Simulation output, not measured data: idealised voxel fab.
process module | voxel self aligned contacts
cross-section cut | 215 nm wide | cells 5 nm
A cross-section is a grid of square cells, given in bands from the top down. A band is one or more rows of cells.
Each band's line starts with the height of the band's top and of its bottom, in nm. Then come its materials from left to right, each with its width in nm. One material with "throughout" fills the band from edge to edge. "air" is empty space.
Height 0 is the level under which the wafer as received is all one material. The lowest band goes on downwards, as in "0 down".
A width such as "30 to 40" changes by the same amount from each row of cells to the next, from the band's top row to its bottom row.
"no change" after a step means that no cell of the cross-section changed.
closed voids: empty space of 8 cells or more with no open way to the top, each as width x height at its distance from the left edge, in nm
after a step's settings: what the simulator itself notes on the step
overlay nm, on a step with a mask: how far to the right of its planned place the mask lay; to the left if negative
plan
1 op RECEIVE | material Si
2 op CONFORMAL_DEP | material SiO2 | thk nm 5
3 op DIRECTIONAL_DEP | material polySi | thk nm 20
4 op DIRECTIONAL_DEP | material SiN | thk nm 25
5 op PATTERN | tone cover | mask id GATE | material resist | width nm 35 | pitch nm 75 | thk nm 15 | overlay nm 0
6 op DIRECTIONAL_ETCH | etch materials SiN | depth nm 25
7 op DIRECTIONAL_ETCH | etch materials polySi | depth nm 20
8 op STRIP | etch materials resist
9 op CONFORMAL_DEP | material SiN | thk nm 10
10 op DIRECTIONAL_ETCH | etch materials SiN | depth nm 10
11 op FILL_DEP | material SiO2 | thk nm 20
12 op CMP | height nm 60
13 op DIRECTIONAL_DEP | material aC | thk nm 10
14 op PATTERN | tone open | mask id CONTACT | material resist | width nm 50 | pitch nm 75 | thk nm 25 | overlay nm 0
15 op DIRECTIONAL_ETCH | etch materials aC | depth nm 10
16 op STRIP | etch materials resist
17 op DIRECTIONAL_ETCH | etch materials SiO2 | depth nm 60
18 op STRIP | etch materials aC
19 op CONFORMAL_DEP | material TiN | thk nm 5
20 op FILL_DEP | material Ru | thk nm 10
21 op CMP | height nm 60
22 op CONFORMAL_DEP | material SiCN | thk nm 5
first wafer, as planned
as received, after step 1
  0 down: Si throughout
  closed voids: none
after step 2
  5 to 0: SiO2 throughout
  below 0: unchanged
after step 3
  25 to 5: polySi throughout
  below 5: unchanged
after step 4
  50 to 25: SiN throughout
  below 25: unchanged
after step 5
  65 to 50: air 15 | resist 35 | air 40 | resist 35 | air 40 | resist 35 | air 15
  below 50: unchanged
after step 6
  65 to 50: air 15 | resist 35 | air 40 | resist 35 | air 40 | resist 35 | air 15
  50 to 25: air 15 | SiN 35 | air 40 | SiN 35 | air 40 | SiN 35 | air 15
  below 25: unchanged
after step 7
  65 to 50: air 15 | resist 35 | air 40 | resist 35 | air 40 | resist 35 | air 15
  50 to 25: air 15 | SiN 35 | air 40 | SiN 35 | air 40 | SiN 35 | air 15
  25 to 5: air 15 | polySi 35 | air 40 | polySi 35 | air 40 | polySi 35 | air 15
  below 5: unchanged
after step 8
  50 to 25: air 15 | SiN 35 | air 40 | SiN 35 | air 40 | SiN 35 | air 15
  below 25: unchanged
after step 9
  60 to 25: air 5 | SiN 55 | air 20 | SiN 55 | air 20 | SiN 55 | air 5
  25 to 15: air 5 | SiN 10 | polySi 35 | SiN 10 | air 20 | SiN 10 | polySi 35 | SiN 10 | air 20 | SiN 10 | polySi 35 | SiN 10 | air 5
  15 to 5: SiN 15 | polySi 35 | SiN 40 | polySi 35 | SiN 40 | polySi 35 | SiN 15
  below 5: unchanged
after step 10
  50 to 25: air 5 | SiN 55 | air 20 | SiN 55 | air 20 | SiN 55 | air 5
  25 to 5: air 5 | SiN 10 | polySi 35 | SiN 10 | air 20 | SiN 10 | polySi 35 | SiN 10 | air 20 | SiN 10 | polySi 35 | SiN 10 | air 5
  below 5: unchanged
after step 11
  70 to 50: SiO2 throughout
  50 to 25: SiO2 5 | SiN 55 | SiO2 20 | SiN 55 | SiO2 20 | SiN 55 | SiO2 5
  25 to 5: SiO2 5 | SiN 10 | polySi 35 | SiN 10 | SiO2 20 | SiN 10 | polySi 35 | SiN 10 | SiO2 20 | SiN 10 | polySi 35 | SiN 10 | SiO2 5
  below 5: unchanged
after step 12
  60 to 50: SiO2 throughout
  below 50: unchanged
after step 13
  70 to 60: aC throughout
  below 60: unchanged
after step 14
  95 to 70: resist 45 | air 50 | resist 25 | air 50 | resist 45
  below 70: unchanged
after step 15
  85 to 70: resist 45 | air 50 | resist 25 | air 50 | resist 45
  70 to 60: aC 45 | air 50 | aC 25 | air 50 | aC 45
  below 60: unchanged
after step 16
  70 to 60: aC 45 | air 50 | aC 25 | air 50 | aC 45
  below 60: unchanged
after step 17
  70 to 60: aC 45 | air 50 | aC 25 | air 50 | aC 45
  60 to 50: SiO2 45 | air 50 | SiO2 25 | air 50 | SiO2 45
  50 to 25: SiO2 5 | SiN 55 | air 20 | SiN 55 | air 20 | SiN 55 | SiO2 5
  25 to 5: SiO2 5 | SiN 10 | polySi 35 | SiN 10 | air 20 | SiN 10 | polySi 35 | SiN 10 | air 20 | SiN 10 | polySi 35 | SiN 10 | SiO2 5
  5 to 0: SiO2 60 | air 20 | SiO2 55 | air 20 | SiO2 60
  below 0: unchanged
after step 18
  60 to 50: SiO2 45 | air 50 | SiO2 25 | air 50 | SiO2 45
  below 50: unchanged
after step 19
  65 to 60: TiN 50 | air 40 | TiN 35 | air 40 | TiN 50
  60 to 50: SiO2 45 | TiN 5 to 20 | air 40 to 10 | TiN 5 to 20 | SiO2 25 | TiN 5 to 20 | air 40 to 10 | TiN 5 to 20 | SiO2 45
  50 to 25: SiO2 5 | SiN 55 | TiN 5 | air 10 | TiN 5 | SiN 55 | TiN 5 | air 10 | TiN 5 | SiN 55 | SiO2 5
  25 to 5: SiO2 5 | SiN 10 | polySi 35 | SiN 10 | TiN 5 | air 10 | TiN 5 | SiN 10 | polySi 35 | SiN 10 | TiN 5 | air 10 | TiN 5 | SiN 10 | polySi 35 | SiN 10 | SiO2 5
  5 to 0: SiO2 60 | TiN 20 | SiO2 55 | TiN 20 | SiO2 60
  below 0: unchanged
after step 20
  75 to 65: Ru throughout
  65 to 60: TiN 50 | Ru 40 | TiN 35 | Ru 40 | TiN 50
  60 to 50: SiO2 45 | TiN 5 to 20 | Ru 40 to 10 | TiN 5 to 20 | SiO2 25 | TiN 5 to 20 | Ru 40 to 10 | TiN 5 to 20 | SiO2 45
  50 to 25: SiO2 5 | SiN 55 | TiN 5 | Ru 10 | TiN 5 | SiN 55 | TiN 5 | Ru 10 | TiN 5 | SiN 55 | SiO2 5
  25 to 5: SiO2 5 | SiN 10 | polySi 35 | SiN 10 | TiN 5 | Ru 10 | TiN 5 | SiN 10 | polySi 35 | SiN 10 | TiN 5 | Ru 10 | TiN 5 | SiN 10 | polySi 35 | SiN 10 | SiO2 5
  below 5: unchanged
after step 21
  60 to 50: SiO2 45 | TiN 5 to 20 | Ru 40 to 10 | TiN 5 to 20 | SiO2 25 | TiN 5 to 20 | Ru 40 to 10 | TiN 5 to 20 | SiO2 45
  below 50: unchanged
after step 22
  65 to 60: SiCN throughout
  below 60: unchanged
second wafer: like start, like plan, one mistake. Through step 13 it matches the first wafer
when step 14 should have ended
  95 to 70: resist 40 | air 50 | resist 25 | air 50 | resist 50
  below 70: unchanged
when step 15 should have ended
  85 to 70: resist 40 | air 50 | resist 25 | air 50 | resist 50
  70 to 60: aC 40 | air 50 | aC 25 | air 50 | aC 50
  below 60: unchanged
when step 16 should have ended
  70 to 60: aC 40 | air 50 | aC 25 | air 50 | aC 50
  below 60: unchanged
when step 17 should have ended
  70 to 60: aC 40 | air 50 | aC 25 | air 50 | aC 50
  60 to 50: SiO2 40 | air 50 | SiO2 25 | air 50 | SiO2 50
  50 to 25: SiO2 5 | SiN 55 | air 20 | SiN 55 | air 20 | SiN 55 | SiO2 5
  25 to 5: SiO2 5 | SiN 10 | polySi 35 | SiN 10 | air 20 | SiN 10 | polySi 35 | SiN 10 | air 20 | SiN 10 | polySi 35 | SiN 10 | SiO2 5
  5 to 0: SiO2 60 | air 20 | SiO2 55 | air 20 | SiO2 60
  below 0: unchanged
when step 18 should have ended
  60 to 50: SiO2 40 | air 50 | SiO2 25 | air 50 | SiO2 50
  below 50: unchanged
when step 19 should have ended
  65 to 60: TiN 45 | air 40 | TiN 35 | air 40 | TiN 55
  60 to 50: SiO2 40 | TiN 5 to 25 | air 40 to 10 | TiN 5 to 15 | SiO2 25 | TiN 5 to 25 | air 40 to 10 | TiN 5 to 15 | SiO2 50
  50 to 25: SiO2 5 | SiN 55 | TiN 5 | air 10 | TiN 5 | SiN 55 | TiN 5 | air 10 | TiN 5 | SiN 55 | SiO2 5
  25 to 5: SiO2 5 | SiN 10 | polySi 35 | SiN 10 | TiN 5 | air 10 | TiN 5 | SiN 10 | polySi 35 | SiN 10 | TiN 5 | air 10 | TiN 5 | SiN 10 | polySi 35 | SiN 10 | SiO2 5
  5 to 0: SiO2 60 | TiN 20 | SiO2 55 | TiN 20 | SiO2 60
  below 0: unchanged
when step 20 should have ended
  75 to 65: Ru throughout
  65 to 60: TiN 45 | Ru 40 | TiN 35 | Ru 40 | TiN 55
  60 to 50: SiO2 40 | TiN 5 to 25 | Ru 40 to 10 | TiN 5 to 15 | SiO2 25 | TiN 5 to 25 | Ru 40 to 10 | TiN 5 to 15 | SiO2 50
  50 to 25: SiO2 5 | SiN 55 | TiN 5 | Ru 10 | TiN 5 | SiN 55 | TiN 5 | Ru 10 | TiN 5 | SiN 55 | SiO2 5
  25 to 5: SiO2 5 | SiN 10 | polySi 35 | SiN 10 | TiN 5 | Ru 10 | TiN 5 | SiN 10 | polySi 35 | SiN 10 | TiN 5 | Ru 10 | TiN 5 | SiN 10 | polySi 35 | SiN 10 | SiO2 5
  below 5: unchanged
when step 21 should have ended
  60 to 50: SiO2 40 | TiN 5 to 25 | Ru 40 to 10 | TiN 5 to 15 | SiO2 25 | TiN 5 to 25 | Ru 40 to 10 | TiN 5 to 15 | SiO2 50
  below 50: unchanged
when step 22 should have ended
  65 to 60: SiCN throughout
  below 60: unchanged
what went wrong: step 14 ran as: op PATTERN | tone open | mask id CONTACT | material resist | width nm 50 | pitch nm 75 | thk nm 25 | overlay nm -5
at the end the second wafer has, in cells: as many of each material as the first, in other places
